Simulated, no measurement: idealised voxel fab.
process module | voxel wiring stack
cross-section cut | 165 nm wide | cells 5 nm
A cross-section is a grid of square cells, given in bands from the top down. A band is one or more rows of cells.
Each band's line starts with the height of the band's top and of its bottom, in nm. Then come its materials from left to right, each with its width in nm. One material with "throughout" fills the band from edge to edge. "air" is empty space.
Height 0 is the level under which the wafer as received is all one material. The lowest band goes on downwards, as in "0 down".
A width such as "30 to 40" changes by the same amount from each row of cells to the next, from the band's top row to its bottom row.
"no change" after a step means that no cell of the cross-section changed.
closed voids: empty space of 8 cells or more with no open way to the top, each as width x height at its distance from the left edge, in nm
after a step's settings: what the simulator itself notes on the step
overlay nm, on a step with a mask: how far to the right of its planned place the mask lay; to the left if negative
plan
1 op RECEIVE | material Si
2 op CONFORMAL_DEP | material SiO2 | thk nm 10
3 op DIRECTIONAL_DEP | material TiN | thk nm 5
4 op DIRECTIONAL_DEP | material W | thk nm 25
5 op PATTERN | tone cover | mask id METAL_1 | material resist | width nm 20 | pitch nm 40 | thk nm 15 | overlay nm 0
6 op DIRECTIONAL_ETCH | etch materials W | depth nm 25
7 op DIRECTIONAL_ETCH | etch materials TiN | depth nm 5
8 op STRIP | etch materials resist
9 op CONFORMAL_DEP | material SiCN | thk nm 5
10 op FILL_DEP | material lowk | thk nm 10
11 op CMP | height nm 40
12 op CONFORMAL_DEP | material SiCN | thk nm 5
13 op DIRECTIONAL_DEP | material SiO2 | thk nm 20
14 op DIRECTIONAL_DEP | material aC | thk nm 10
15 op PATTERN | tone open | mask id PLUG_1 | material resist | width nm 15 | pitch nm 40 | thk nm 25 | overlay nm 0
16 op DIRECTIONAL_ETCH | etch materials aC | depth nm 10
17 op STRIP | etch materials resist
18 op DIRECTIONAL_ETCH | etch materials SiO2 | depth nm 20
19 op DIRECTIONAL_ETCH | etch materials SiCN | depth nm 5
20 op STRIP | etch materials aC
21 op CONFORMAL_DEP | material TiN | thk nm 5
22 op FILL_DEP | material Cu | thk nm 10
23 op CMP | height nm 65
24 op DIRECTIONAL_DEP | material TiN | thk nm 5
25 op DIRECTIONAL_DEP | material Ru | thk nm 15
26 op PATTERN | tone cover | mask id METAL_2 | material resist | width nm 20 | pitch nm 40 | thk nm 20 | overlay nm 0
27 op DIRECTIONAL_ETCH | etch materials Ru | depth nm 15
28 op DIRECTIONAL_ETCH | etch materials TiN | depth nm 5
29 op STRIP | etch materials resist
30 op FILL_DEP | material lowk | thk nm 10
31 op CMP | height nm 85
32 op CONFORMAL_DEP | material SiCN | thk nm 5
33 op DIRECTIONAL_DEP | material lowk | thk nm 20
34 op PATTERN | tone open | mask id PLUG_2 | material resist | width nm 15 | pitch nm 40 | thk nm 15 | overlay nm 0
35 op DIRECTIONAL_ETCH | etch materials lowk | depth nm 20
36 op DIRECTIONAL_ETCH | etch materials SiCN | depth nm 5
37 op STRIP | etch materials resist
38 op EPI | material Ru | thk nm 10
39 op EPI | material Ru | thk nm 10
40 op EPI | material Ru | thk nm 5
41 op DIRECTIONAL_DEP | material TiN | thk nm 5
42 op DIRECTIONAL_DEP | material Ru | thk nm 15
43 op DIRECTIONAL_DEP | material aC | thk nm 10
44 op PATTERN | tone cover | mask id METAL_3 | material resist | width nm 20 | pitch nm 40 | thk nm 25 | overlay nm 0
45 op DIRECTIONAL_ETCH | etch materials aC | depth nm 10
46 op STRIP | etch materials resist
47 op DIRECTIONAL_ETCH | etch materials Ru | depth nm 15
48 op DIRECTIONAL_ETCH | etch materials TiN | depth nm 5
49 op STRIP | etch materials aC
50 op CONFORMAL_DEP | material SiN | thk nm 5
51 op FILL_DEP | material SiO2 | thk nm 10
52 op CMP | height nm 130
53 op CONFORMAL_DEP | material SiCN | thk nm 5
54 op DIRECTIONAL_DEP | material lowk | thk nm 20
55 op MASKED_ETCH | tone open | mask id PLUG_3 | width nm 15 | pitch nm 40 | etch materials lowk | depth nm 20 | overlay nm 0
56 op MASKED_ETCH | tone open | mask id PLUG_3 | width nm 15 | pitch nm 40 | etch materials SiCN | depth nm 5 | overlay nm 0
57 op EPI | material Ru | thk nm 10
58 op EPI | material Ru | thk nm 10
59 op EPI | material Ru | thk nm 5
60 op DIRECTIONAL_DEP | material TiN | thk nm 5
61 op DIRECTIONAL_DEP | material W | thk nm 15
62 op MASKED_ETCH | tone cover | mask id METAL_4 | width nm 20 | pitch nm 40 | etch materials W | depth nm 15 | overlay nm 0
63 op MASKED_ETCH | tone cover | mask id METAL_4 | width nm 20 | pitch nm 40 | etch materials TiN | depth nm 5 | overlay nm 0
64 op FILL_DEP | material SiO2 | thk nm 10
65 op CMP | height nm 175
66 op CONFORMAL_DEP | material SiCN | thk nm 5
as received, after step 1
  0 down: Si throughout
  closed voids: none
a wafer at the end: this start, this plan, one mistake
  180 to 175: SiCN throughout
  175 to 165: SiO2 45 | W 5 | SiO2 35 | W 5 | SiO2 35 | W 5 | SiO2 35
  165 to 160: SiO2 45 | TiN 5 | SiO2 35 | TiN 5 | SiO2 35 | TiN 5 | SiO2 35
  160 to 145: lowk 30 | W 15 | lowk 25 | W 15 | lowk 25 | W 15 | lowk 40
  145 to 140: lowk 30 | TiN 15 | lowk 25 | TiN 15 | lowk 25 | TiN 15 | lowk 40
  140 to 135: lowk throughout
  135 to 130: SiCN throughout
  130 to 115: SiO2 25 | SiN 5 | Ru 20 | SiN 5 | SiO2 10 | SiN 5 | Ru 20 | SiN 5 | SiO2 10 | SiN 5 | Ru 20 | SiN 5 | SiO2 30
  115 to 110: SiN 30 | TiN 20 | SiN 20 | TiN 20 | SiN 20 | TiN 20 | SiN 35
  110 to 90: lowk 30 | Ru 15 | lowk 25 | Ru 15 | lowk 25 | Ru 15 | lowk 40
  90 to 85: SiCN 30 | Ru 15 | SiCN 25 | Ru 15 | SiCN 25 | Ru 15 | SiCN 40
  85 to 70: lowk 30 | Ru 20 | lowk 20 | Ru 20 | lowk 20 | Ru 20 | lowk 35
  70 to 65: lowk 30 | TiN 20 | lowk 20 | TiN 20 | lowk 20 | TiN 20 | lowk 35
  65 to 45: SiO2 30 | TiN 5 | Cu 5 | TiN 5 | SiO2 25 | TiN 5 | Cu 5 | TiN 5 | SiO2 25 | TiN 5 | Cu 5 | TiN 5 | SiO2 40
  45 to 40: SiCN 30 | TiN 15 | SiCN 25 | TiN 15 | SiCN 25 | TiN 15 | SiCN 40
  40 to 15: lowk 25 | SiCN 5 | W 20 | SiCN 5 | lowk 10 | SiCN 5 | W 20 | SiCN 5 | lowk 10 | SiCN 5 | W 20 | SiCN 5 | lowk 30
  15 to 10: SiCN 30 | TiN 20 | SiCN 20 | TiN 20 | SiCN 20 | TiN 20 | SiCN 35
  10 to 0: SiO2 throughout
  0 down: Si throughout
  closed voids: none
what went wrong: step 54 ran as: op DIRECTIONAL_DEP | material lowk | thk nm 25
